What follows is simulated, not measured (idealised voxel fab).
process module | voxel capacitor over wiring
cross-section cut | 235 nm wide | cells 5 nm
A cross-section is a grid of square cells, given in bands from the top down. A band is one or more rows of cells.
Each band's line starts with the height of the band's top and of its bottom, in nm. Then come its materials from left to right, each with its width in nm. One material with "throughout" fills the band from edge to edge. "air" is empty space.
Height 0 is the level under which the wafer as received is all one material. The lowest band goes on downwards, as in "0 down".
A width such as "30 to 40" changes by the same amount from each row of cells to the next, from the band's top row to its bottom row.
"no change" after a step means that no cell of the cross-section changed.
closed voids: empty space of 8 cells or more with no open way to the top, each as width x height at its distance from the left edge, in nm
after a step's settings: what the simulator itself notes on the step
overlay nm, on a step with a mask: how far to the right of its planned place the mask lay; to the left if negative
plan
1 op RECEIVE | material Si
2 op CONFORMAL_DEP | material SiO2 | thk nm 10
3 op DIRECTIONAL_DEP | material TiN | thk nm 5
4 op DIRECTIONAL_DEP | material Ru | thk nm 25
5 op DIRECTIONAL_DEP | material aC | thk nm 10
6 op PATTERN | tone cover | mask id METAL_1 | material resist | width nm 30 | pitch nm 90 | thk nm 25 | overlay nm 0
7 op DIRECTIONAL_ETCH | etch materials aC | depth nm 10
8 op STRIP | etch materials resist
9 op DIRECTIONAL_ETCH | etch materials Ru | depth nm 25
10 op DIRECTIONAL_ETCH | etch materials TiN | depth nm 5
11 op STRIP | etch materials aC
12 op CONFORMAL_DEP | material SiN | thk nm 5
13 op FILL_DEP | material SiO2 | thk nm 5
14 op CMP | height nm 40
15 op CONFORMAL_DEP | material SiCN | thk nm 5
16 op DIRECTIONAL_DEP | material lowk | thk nm 10
17 op DIRECTIONAL_DEP | material aC | thk nm 10
18 op PATTERN | tone open | mask id PLUG_1 | material resist | width nm 15 | thk nm 25 | overlay nm 0
19 op DIRECTIONAL_ETCH | etch materials aC | depth nm 10
20 op STRIP | etch materials resist
21 op DIRECTIONAL_ETCH | etch materials lowk | depth nm 10
22 op DIRECTIONAL_ETCH | etch materials SiCN | depth nm 5
23 op STRIP | etch materials aC
24 op EPI | material Ru | thk nm 10
25 op EPI | material Ru | thk nm 5
26 op DIRECTIONAL_DEP | material TiN | thk nm 10
27 op DIRECTIONAL_DEP | material Al2O3 | thk nm 5
28 op DIRECTIONAL_DEP | material TiN | thk nm 10
29 op PATTERN | tone cover | mask id UPPER_PLATE | material resist | width nm 65 | thk nm 20 | overlay nm 0
30 op DIRECTIONAL_ETCH | etch materials TiN | depth nm 10
31 op DIRECTIONAL_ETCH | etch materials Al2O3 | depth nm 5
32 op STRIP | etch materials resist
33 op DIRECTIONAL_DEP | material aC | thk nm 15
34 op PATTERN | tone cover | mask id LOWER_PLATE | material resist | width nm 75 | thk nm 35 | overlay nm 0
35 op DIRECTIONAL_ETCH | etch materials aC | depth nm 15
36 op STRIP | etch materials resist
37 op DIRECTIONAL_ETCH | etch materials TiN | depth nm 10
38 op STRIP | etch materials aC
39 op FILL_DEP | material SiO2 | thk nm 15
40 op CMP | height nm 90
41 op MASKED_ETCH | tone open | mask id PLUG_2 | width nm 15 | etch materials SiO2 | depth nm 10 | overlay nm 0
42 op CONFORMAL_DEP | material TiN | thk nm 5
43 op FILL_DEP | material W | thk nm 5
44 op CMP | height nm 90
45 op CONFORMAL_DEP | material SiCN | thk nm 5
as received, after step 1
  0 down: Si throughout
  closed voids: none
a wafer at the end: this start, this plan, one mistake
  95 to 90: SiCN throughout
  90 to 85: SiO2 80 | TiN 5 | W 5 | TiN 5 | SiO2 140
  85 to 75: SiO2 80 to 85 | TiN 15 to 50 | SiO2 140 to 100
  75 to 70: SiO2 70 | TiN 65 | SiO2 100
  70 to 65: SiO2 70 | TiN 15 | Al2O3 50 | SiO2 100
  65 to 60: SiO2 65 | TiN 5 | Al2O3 15 | TiN 55 | SiO2 95
  60 to 55: SiO2 65 | TiN 75 | SiO2 95
  55 to 50: SiCN 70 | TiN 15 | SiCN 150
  50 to 40: lowk throughout
  40 to 15: SiO2 50 | SiN 5 | Ru 30 | SiN 5 | SiO2 50 | SiN 5 | Ru 30 | SiN 5 | SiO2 55
  15 to 10: SiN 55 | TiN 30 | SiN 60 | TiN 30 | SiN 60
  10 to 0: SiO2 throughout
  0 down: Si throughout
  closed voids: none
what went wrong: steps 15 and 16 were swapped
